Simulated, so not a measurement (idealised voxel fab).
process module | voxel double patterning
cross-section cut | 170 nm wide | cells 5 nm
A cross-section is a grid of square cells, given in bands from the top down. A band is one or more rows of cells.
Each band's line starts with the height of the band's top and of its bottom, in nm. Then come its materials from left to right, each with its width in nm. One material with "throughout" fills the band from edge to edge. "air" is empty space.
Height 0 is the level under which the wafer as received is all one material. The lowest band goes on downwards, as in "0 down".
A width such as "30 to 40" changes by the same amount from each row of cells to the next, from the band's top row to its bottom row.
"no change" after a step means that no cell of the cross-section changed.
closed voids: empty space of 8 cells or more with no open way to the top, each as width x height at its distance from the left edge, in nm
after a step's settings: what the simulator itself notes on the step
overlay nm, on a step with a mask: how far to the right of its planned place the mask lay; to the left if negative
plan
1 op RECEIVE | material Si
2 op CONFORMAL_DEP | material SiN | thk nm 10
3 op DIRECTIONAL_DEP | material SiO2 | thk nm 10
4 op DIRECTIONAL_DEP | material SiCN | thk nm 5
5 op DIRECTIONAL_DEP | material aC | thk nm 15
6 op PATTERN | tone open | mask id FIRST | material resist | width nm 15 | pitch nm 50 | thk nm 30 | overlay nm 0
7 op DIRECTIONAL_ETCH | etch materials aC | depth nm 15
8 op STRIP | etch materials resist
9 op DIRECTIONAL_ETCH | etch materials SiCN | depth nm 5
10 op STRIP | etch materials aC
11 op DIRECTIONAL_DEP | material aC | thk nm 15
12 op PATTERN | tone open | mask id SECOND | material resist | width nm 15 | pitch nm 50 | thk nm 30 | overlay nm 0
13 op DIRECTIONAL_ETCH | etch materials aC | depth nm 15
14 op STRIP | etch materials resist
15 op DIRECTIONAL_ETCH | etch materials SiCN | depth nm 5
16 op STRIP | etch materials aC
17 op DIRECTIONAL_ETCH | etch materials SiO2 | depth nm 10
18 op STRIP | etch materials SiCN
first wafer, as planned
as received, after step 1
  0 down: Si throughout
  closed voids: none
after step 2
  10 to 0: SiN throughout
  below 0: unchanged
after step 3
  20 to 10: SiO2 throughout
  below 10: unchanged
after step 4
  25 to 20: SiCN throughout
  below 20: unchanged
after step 5
  40 to 25: aC throughout
  below 25: unchanged
after step 6
  70 to 40: resist 25 | air 15 | resist 35 | air 15 | resist 35 | air 15 | resist 30
  below 40: unchanged
after step 7
  55 to 40: resist 25 | air 15 | resist 35 | air 15 | resist 35 | air 15 | resist 30
  40 to 25: aC 25 | air 15 | aC 35 | air 15 | aC 35 | air 15 | aC 30
  below 25: unchanged
after step 8
  40 to 25: aC 25 | air 15 | aC 35 | air 15 | aC 35 | air 15 | aC 30
  below 25: unchanged
after step 9
  40 to 25: aC 25 | air 15 | aC 35 | air 15 | aC 35 | air 15 | aC 30
  25 to 20: SiCN 25 | air 15 | SiCN 35 | air 15 | SiCN 35 | air 15 | SiCN 30
  below 20: unchanged
after step 10
  25 to 20: SiCN 25 | air 15 | SiCN 35 | air 15 | SiCN 35 | air 15 | SiCN 30
  below 20: unchanged
after step 11
  40 to 35: aC 25 | air 15 | aC 35 | air 15 | aC 35 | air 15 | aC 30
  35 to 25: aC throughout
  25 to 20: SiCN 25 | aC 15 | SiCN 35 | aC 15 | SiCN 35 | aC 15 | SiCN 30
  below 20: unchanged
after step 12
  70 to 40: resist 50 | air 15 | resist 35 | air 15 | resist 55
  40 to 35: aC 25 | resist 15 | aC 35 | resist 15 | aC 35 | resist 15 | aC 30
  below 35: unchanged
after step 13
  55 to 40: resist 50 | air 15 | resist 35 | air 15 | resist 55
  40 to 35: aC 25 | resist 15 | aC 10 | air 15 | aC 10 | resist 15 | aC 10 | air 15 | aC 10 | resist 15 | aC 30
  35 to 25: aC 50 | air 15 | aC 35 | air 15 | aC 55
  below 25: unchanged
after step 14
  40 to 35: aC 25 | air 15 | aC 10 | air 15 | aC 10 | air 15 | aC 10 | air 15 | aC 10 | air 15 | aC 30
  below 35: unchanged
after step 15
  40 to 35: aC 25 | air 15 | aC 10 | air 15 | aC 10 | air 15 | aC 10 | air 15 | aC 10 | air 15 | aC 30
  35 to 25: aC 50 | air 15 | aC 35 | air 15 | aC 55
  25 to 20: SiCN 25 | aC 15 | SiCN 10 | air 15 | SiCN 10 | aC 15 | SiCN 10 | air 15 | SiCN 10 | aC 15 | SiCN 30
  below 20: unchanged
after step 16
  25 to 20: SiCN 25 | air 15 | SiCN 10 | air 15 | SiCN 10 | air 15 | SiCN 10 | air 15 | SiCN 10 | air 15 | SiCN 30
  below 20: unchanged
after step 17
  25 to 20: SiCN 25 | air 15 | SiCN 10 | air 15 | SiCN 10 | air 15 | SiCN 10 | air 15 | SiCN 10 | air 15 | SiCN 30
  20 to 10: SiO2 25 | air 15 | SiO2 10 | air 15 | SiO2 10 | air 15 | SiO2 10 | air 15 | SiO2 10 | air 15 | SiO2 30
  below 10: unchanged
after step 18
  20 to 10: SiO2 25 | air 15 | SiO2 10 | air 15 | SiO2 10 | air 15 | SiO2 10 | air 15 | SiO2 10 | air 15 | SiO2 30
  below 10: unchanged
second wafer: like start, like plan, one mistake. Through step 13 it matches the first wafer
when step 14 should have ended
  40 to 35: aC 25 | air 15 | aC 10 | air 15 | aC 10 | air 15 | aC 10 | air 15 | aC 10 | air 15 | aC 30
  below 35: unchanged
when step 15 should have ended
  40 to 35: aC 25 | air 15 | aC 10 | air 15 | aC 10 | air 15 | aC 10 | air 15 | aC 10 | air 15 | aC 30
  35 to 25: aC 50 | air 15 | aC 35 | air 15 | aC 55
  25 to 20: SiCN 25 | aC 15 | SiCN 10 | air 15 | SiCN 10 | aC 15 | SiCN 10 | air 15 | SiCN 10 | aC 15 | SiCN 30
  below 20: unchanged
when step 16 should have ended
  25 to 20: SiCN 25 | air 15 | SiCN 10 | air 15 | SiCN 10 | air 15 | SiCN 10 | air 15 | SiCN 10 | air 15 | SiCN 30
  below 20: unchanged
when step 17 should have ended
  25 to 20: SiCN 25 | air 15 | SiCN 10 | air 15 | SiCN 10 | air 15 | SiCN 10 | air 15 | SiCN 10 | air 15 | SiCN 30
  20 to 10: SiO2 25 | air 15 | SiO2 10 | air 15 | SiO2 10 | air 15 | SiO2 10 | air 15 | SiO2 10 | air 15 | SiO2 30
  below 10: unchanged
when step 18 should have ended
  20 to 10: SiO2 25 | air 15 | SiO2 10 | air 15 | SiO2 10 | air 15 | SiO2 10 | air 15 | SiO2 10 | air 15 | SiO2 30
  below 10: unchanged
what went wrong: step 14 was run twice
at the end the two cross-sections are the same: no effect in what this model computes
